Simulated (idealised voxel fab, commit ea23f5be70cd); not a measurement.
Module name: voxel ribs on slabs (process module)
Displayed cross-section: cut, width of 195 nm, square cells sized 5 nm.
Cross-section spec: square-cell grid; bands listed top down; each band is one or more rows. Per band: top height and bottom height in nm, followed by the left-to-right materials and their widths in nm; "edge to edge" marks a single material spanning edge to edge, "blank" marks empty space. It should be noted that heights are counted from 0, beneath which the wafer as supplied is of one material throughout, and that the lowest band possesses no lower boundary but continues downward, as written in "0 nm and below". Width spec "30->40" -> top row of cells at first value, bottom row at second value, equal per-row change in between. "same as before" means the step left every cell of the cross-section as it was. The label "Enclosed cavities" introduces a list of the empty spaces, 8 cells or larger, that have no open way up to the top; each entry in it reads width x height at distance, where the distance is taken from the left edge and all three are stated in nm. The remark found on a step's line after its settings is issued by the simulator itself and pertains to that step. The line of a step may include "overlay nm". On a step with a mask, this value is how far to the right of its planned place the mask lay. A negative value means the mask lay to the left.

# The following list gives the planned process steps
1. RECEIVE (material Si)
2. DIRECTIONAL_DEP (material SiO2; thk nm 25)
3. DIRECTIONAL_DEP (material SiN; thk nm 20)
4. PATTERN (tone cover; mask id RIB; material resist; width nm 25; thk nm 15; overlay nm 0)
5. DIRECTIONAL_ETCH (etch materials SiN; depth nm 5)
6. STRIP (etch materials resist)
7. MASKED_ETCH (tone cover; mask id SLAB; width nm 85; etch materials SiN; depth nm 15; overlay nm 0)
8. FILL_DEP (material SiO2; thk nm 20)
9. CMP (height nm 60)
10. DIRECTIONAL_DEP (material W; thk nm 10)
11. DIRECTIONAL_DEP (material aC; thk nm 10)
12. PATTERN (tone cover; mask id HEATER; material resist; width nm 35; thk nm 30; overlay nm 0)
13. DIRECTIONAL_ETCH (etch materials aC; depth nm 10)
14. STRIP (etch materials resist)
15. DIRECTIONAL_ETCH (etch materials W; depth nm 10)
16. STRIP (etch materials aC)
17. CONFORMAL_DEP (material SiO2; thk nm 10)

# Run as planned: first of two wafers

# Cross-section of the wafer as it came to us, i.e., already through step 1
> 0 nm and below = Si edge to edge
> Enclosed cavities: none

# After step 2, in cross-section
> 25 nm to 0 nm = SiO2 edge to edge
> Below a height of 0, the structure has not been altered.

# After step 3, in cross-section
> 45 nm to 25 nm = SiN edge to edge
> Below a height of 25, the structure has not been altered.

# After step 4, in cross-section
> 60 nm to 45 nm = 85 blank, 25 resist, 85 blank
> Below a height of 45, the structure has not been altered.

# After step 5, in cross-section
> 60 nm to 45 nm = 85 blank, 25 resist, 85 blank
> 45 nm to 40 nm = 85 blank, 25 SiN, 85 blank
> Below a height of 40, the structure has not been altered.

# After step 6, in cross-section
> 45 nm to 40 nm = 85 blank, 25 SiN, 85 blank
> Below a height of 40, the structure has not been altered.

# After step 7, in cross-section
> 45 nm to 40 nm = 85 blank, 25 SiN, 85 blank
> 40 nm to 25 nm = 55 blank, 85 SiN, 55 blank
> Below a height of 25, the structure has not been altered.

# After step 8, in cross-section
> 65 nm to 45 nm = SiO2 edge to edge
> 45 nm to 40 nm = 85 SiO2, 25 SiN, 85 SiO2
> 40 nm to 25 nm = 55 SiO2, 85 SiN, 55 SiO2
> Below a height of 25, the structure has not been altered.

# After step 9, in cross-section
> 60 nm to 45 nm = SiO2 edge to edge
> Below a height of 45, the structure has not been altered.

# After step 10, in cross-section
> 70 nm to 60 nm = W edge to edge
> Below a height of 60, the structure has not been altered.

# After step 11, in cross-section
> 80 nm to 70 nm = aC edge to edge
> Below a height of 70, the structure has not been altered.

# After step 12, in cross-section
> 110 nm to 80 nm = 80 blank, 35 resist, 80 blank
> Below a height of 80, the structure has not been altered.

# After step 13, in cross-section
> 100 nm to 80 nm = 80 blank, 35 resist, 80 blank
> 80 nm to 70 nm = 80 blank, 35 aC, 80 blank
> Below a height of 70, the structure has not been altered.

# After step 14, in cross-section
> 80 nm to 70 nm = 80 blank, 35 aC, 80 blank
> Below a height of 70, the structure has not been altered.

# After step 15, in cross-section
> 80 nm to 70 nm = 80 blank, 35 aC, 80 blank
> 70 nm to 60 nm = 80 blank, 35 W, 80 blank
> Below a height of 60, the structure has not been altered.

# After step 16, in cross-section
> 70 nm to 60 nm = 80 blank, 35 W, 80 blank
> Below a height of 60, the structure has not been altered.

# After step 17, in cross-section
> 80 nm to 70 nm = 70 blank, 55 SiO2, 70 blank
> 70 nm to 60 nm = 80 SiO2, 35 W, 80 SiO2
> Below a height of 60, the structure has not been altered.

# Second wafer, same starting state and plan as the first, one mistake in the run, identical through step 16

Second wafer, sectioned view, at step 17's planned end time: same as before
The mistake made against the process plan was this: step 17 was dropped from the plan's execution and never run
Final wafer comparison in cells, second versus first, more or fewer per material: SiO2: 86 fewer
